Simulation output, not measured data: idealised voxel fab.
You're looking at the process module voxel self aligned contacts.
This is section cut - it's 230 nm across, gridded in 5 nm square cells.
Square cells in a grid make up a cross-section in this document, and the grid is given as bands, listed from the top down, each one or more rows of cells.
It is stipulated that each band's entry specify, in nanometres, the height of the top of the band and then that of its bottom, followed by the materials of the band in left-to-right sequence, each together with its width in nanometres. A single material marked by the word "full width" is understood to fill the band from edge to edge; the word "blank" is understood to denote empty space.
Basically, 0 is our baseline, since under it the wafer straight out of the box is all one material. The bottom band has no lower end and keeps on going down, so it looks like "0 nm and below".
Width spec "30 to 40" -> top row of cells at first value, bottom row at second value, equal per-row change in between.
For the purposes of this document, the phrase "nothing was modified" attached to a step denotes that no cell within the cross-section was modified by that step.
"Enclosed void listing" means: voids of 8 cells or more that are shut off from the top with no open way through. Written width x height at distance, distance from the left edge, in nm.
Anything after a step's settings on that line? It's the simulator's own note about the step.
"overlay nm" denotes, for a step that has a mask, the displacement of the mask to the right of its planned place, with negative values corresponding to the left.
Below is the list of planned process steps
1 RECEIVE | material Si
2 CONFORMAL_DEP | material SiO2 | thk nm 5
3 DIRECTIONAL_DEP | material polySi | thk nm 25
4 DIRECTIONAL_DEP | material SiN | thk nm 15
5 DIRECTIONAL_DEP | material aC | thk nm 10
6 PATTERN | tone cover | mask id GATE | material resist | width nm 35 | pitch nm 60 | thk nm 25 | overlay nm 0
7 DIRECTIONAL_ETCH | etch materials aC | depth nm 10
8 STRIP | etch materials resist
9 DIRECTIONAL_ETCH | etch materials SiN | depth nm 15
10 DIRECTIONAL_ETCH | etch materials polySi | depth nm 25
11 STRIP | etch materials aC
12 CONFORMAL_DEP | material SiN | thk nm 5
13 DIRECTIONAL_ETCH | etch materials SiN | depth nm 5
14 FILL_DEP | material SiO2 | thk nm 20
15 CMP | height nm 55
16 PATTERN | tone open | mask id CONTACT | material resist | width nm 35 | pitch nm 60 | thk nm 15 | overlay nm 0
17 DIRECTIONAL_ETCH | etch materials SiO2 | depth nm 55
18 STRIP | etch materials resist
19 CONFORMAL_DEP | material TiN | thk nm 5
20 FILL_DEP | material Ru | thk nm 5
21 CMP | height nm 55
22 CONFORMAL_DEP | material SiN | thk nm 5
Delivered wafer in cross-section: state after step 1
0 nm and below = Si full width
Enclosed void listing: none
First wafer of two, sectioned at end of module; run went per plan
60 nm to 55 nm = SiN full width
55 nm to 45 nm = 65 nm SiO2, then 5 to 15 nm TiN, then 25 to 5 nm Ru, then 5 to 15 nm TiN, then 25 nm SiO2, then 5 to 15 nm TiN, then 25 to 5 nm Ru, then 5 to 15 nm TiN, then 70 nm SiO2
45 nm to 30 nm = 30 nm SiO2, then 45 nm SiN, then 5 nm TiN, then 5 nm Ru, then 5 nm TiN, then 45 nm SiN, then 5 nm TiN, then 5 nm Ru, then 5 nm TiN, then 45 nm SiN, then 35 nm SiO2
30 nm to 5 nm = 30 nm SiO2, then 5 nm SiN, then 35 nm polySi, then 5 nm SiN, then 5 nm TiN, then 5 nm Ru, then 5 nm TiN, then 5 nm SiN, then 35 nm polySi, then 5 nm SiN, then 5 nm TiN, then 5 nm Ru, then 5 nm TiN, then 5 nm SiN, then 35 nm polySi, then 5 nm SiN, then 35 nm SiO2
5 nm to 0 nm = 75 nm SiO2, then 15 nm TiN, then 45 nm SiO2, then 15 nm TiN, then 80 nm SiO2
0 nm and below = Si full width
Enclosed void listing: none
Second of two wafers, module complete, sectioned: it shares the first wafer's start and plan but was run with one mistake
60 nm to 55 nm = SiN full width
55 nm to 45 nm = 65 nm SiO2, then 5 nm TiN, then 25 nm Ru, then 5 nm TiN, then 25 nm SiO2, then 5 nm TiN, then 25 nm Ru, then 5 nm TiN, then 70 nm SiO2
45 nm to 40 nm = 65 nm SiO2, then 15 nm TiN, then 5 nm Ru, then 15 nm TiN, then 25 nm SiO2, then 15 nm TiN, then 5 nm Ru, then 15 nm TiN, then 70 nm SiO2
40 nm to 25 nm = 30 nm SiO2, then 45 nm SiN, then 5 nm TiN, then 5 nm Ru, then 5 nm TiN, then 45 nm SiN, then 5 nm TiN, then 5 nm Ru, then 5 nm TiN, then 45 nm SiN, then 35 nm SiO2
25 nm to 5 nm = 30 nm SiO2, then 5 nm SiN, then 35 nm polySi, then 5 nm SiN, then 5 nm TiN, then 5 nm Ru, then 5 nm TiN, then 5 nm SiN, then 35 nm polySi, then 5 nm SiN, then 5 nm TiN, then 5 nm Ru, then 5 nm TiN, then 5 nm SiN, then 35 nm polySi, then 5 nm SiN, then 35 nm SiO2
5 nm to 0 nm = 30 nm SiO2, then 5 nm SiN, then 35 nm polySi, then 5 nm SiN, then 15 nm TiN, then 5 nm SiN, then 35 nm polySi, then 5 nm SiN, then 15 nm TiN, then 5 nm SiN, then 35 nm polySi, then 5 nm SiN, then 35 nm SiO2
0 nm and below = Si full width
Enclosed void listing: none
Misprocessing identified: not run: step 2 of the plan (skipped)
Heads up, by the end the second wafer has more or fewer cells of some materials compared to the first: 8 more of Ru; 8 fewer of SiO2
